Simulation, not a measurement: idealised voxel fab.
Process module under the name voxel capacitor over wiring
The cross-section on display is named cut; it measures 215 nm wide, and its cells are 5 nm squares.
In this document a cross-section is written as a grid of square cells. It is given as a series of bands, listed from the top down, and a band is one or more rows of cells.
Band entry format. Leading values: height of top, height of bottom, nm. Remainder: materials in left-to-right order, each with its width in nm. Special words: "full width" on a single material, which then fills the band edge to edge; "air", empty space.
We count height from 0. Below that, the starting wafer is all one material. The lowest band never ends at the bottom but goes on down; see "from 0 down" for how that is written.
So if you see something like "30->40" for the width, read it as the top row of the band sitting at the first number and the bottom row at the second, with every row in between moving by the same amount as the last.
Reading "all unchanged" for a step: not a cell of the cross-section changed in it.
The label "Trapped voids" introduces a list of the empty spaces, 8 cells or larger, that have no open way up to the top; each entry in it reads width x height at distance, where the distance is taken from the left edge and all three are stated in nm.
Where a step's line continues beyond its settings, the continuation is a remark by the simulator itself on that step.
The setting "overlay nm" may be written on the line of a step. When the step uses a mask, the value reports how far to the right of the planned place the mask lay, and a negative value reports that it lay to the left.

Steps planned for the process:
1: RECEIVE, material Si
2: CONFORMAL_DEP, material SiO2, thk nm 15
3: DIRECTIONAL_DEP, material TiN, thk nm 5
4: DIRECTIONAL_DEP, material Ru, thk nm 25
5: PATTERN, tone cover, mask id METAL_1, material resist, width nm 20, pitch nm 80, thk nm 15, overlay nm 0
6: DIRECTIONAL_ETCH, etch materials Ru, depth nm 25
7: DIRECTIONAL_ETCH, etch materials TiN, depth nm 5
8: STRIP, etch materials resist
9: FILL_DEP, material SiO2, thk nm 5
10: CMP, height nm 45
11: CONFORMAL_DEP, material SiCN, thk nm 5
12: DIRECTIONAL_DEP, material SiO2, thk nm 10
13: PATTERN, tone open, mask id PLUG_1, material resist, width nm 15, thk nm 15, overlay nm 0
14: DIRECTIONAL_ETCH, etch materials SiO2, depth nm 10
15: DIRECTIONAL_ETCH, etch materials SiCN, depth nm 5
16: STRIP, etch materials resist
17: EPI, material Ru, thk nm 10
18: EPI, material Ru, thk nm 5
19: DIRECTIONAL_DEP, material TiN, thk nm 10
20: DIRECTIONAL_DEP, material Al2O3, thk nm 5
21: DIRECTIONAL_DEP, material TiN, thk nm 5
22: DIRECTIONAL_DEP, material aC, thk nm 15
23: PATTERN, tone cover, mask id UPPER_PLATE, material resist, width nm 65, thk nm 30, overlay nm 0
24: DIRECTIONAL_ETCH, etch materials aC, depth nm 15
25: STRIP, etch materials resist
26: DIRECTIONAL_ETCH, etch materials TiN, depth nm 5
27: DIRECTIONAL_ETCH, etch materials Al2O3, depth nm 5
28: STRIP, etch materials aC
29: PATTERN, tone cover, mask id LOWER_PLATE, material resist, width nm 75, thk nm 20, overlay nm 0
30: DIRECTIONAL_ETCH, etch materials TiN, depth nm 10
31: STRIP, etch materials resist
32: FILL_DEP, material SiO2, thk nm 15
33: CMP, height nm 90
34: PATTERN, tone open, mask id PLUG_2, material resist, width nm 15, thk nm 15, overlay nm 0
35: DIRECTIONAL_ETCH, etch materials SiO2, depth nm 10
36: STRIP, etch materials resist
37: CONFORMAL_DEP, material TiN, thk nm 5
38: FILL_DEP, material W, thk nm 10
39: CMP, height nm 90
40: CONFORMAL_DEP, material SiCN, thk nm 5

Cross-section of the wafer at receipt, which is the condition after step 1:
  from 0 down = Si full width
  Trapped voids: none

Cross-section, end of module. Start: as above. Plan: as above. Execution: one mistake:
  from 95 to 90 = SiCN full width
  from 90 to 85 = 70 of SiO2, then 5 of TiN, then 5 of W, then 5 of TiN, then 130 of SiO2
  from 85 to 75 = 70->75 of SiO2, then 15->50 of TiN, then 130->90 of SiO2
  from 75 to 70 = 75 of SiO2, then 50 of Al2O3, then 90 of SiO2
  from 70 to 65 = 55 of SiO2, then 5 of TiN, then 15 of SiO2, then 55 of TiN, then 85 of SiO2
  from 65 to 60 = 55 of SiO2, then 75 of TiN, then 85 of SiO2
  from 60 to 55 = 60 of SiO2, then 15 of Al2O3, then 140 of SiO2
  from 55 to 50 = 60 of SiO2, then 15 of TiN, then 140 of SiO2
  from 50 to 45 = 60 of SiCN, then 15 of TiN, then 140 of SiCN
  from 45 to 20 = 55 of Ru, then 20 of SiO2, then 60 of Ru, then 20 of SiO2, then 60 of Ru
  from 20 to 15 = 55 of TiN, then 20 of SiO2, then 60 of TiN, then 20 of SiO2, then 60 of TiN
  from 15 to 0 = SiO2 full width
  from 0 down = Si full width
  Trapped voids: none
Against the plan, the run slipped here: step 5 did not happen as planned, as run it was PATTERN, tone open, mask id METAL_1, material resist, width nm 20, pitch nm 80, thk nm 15, overlay nm 0
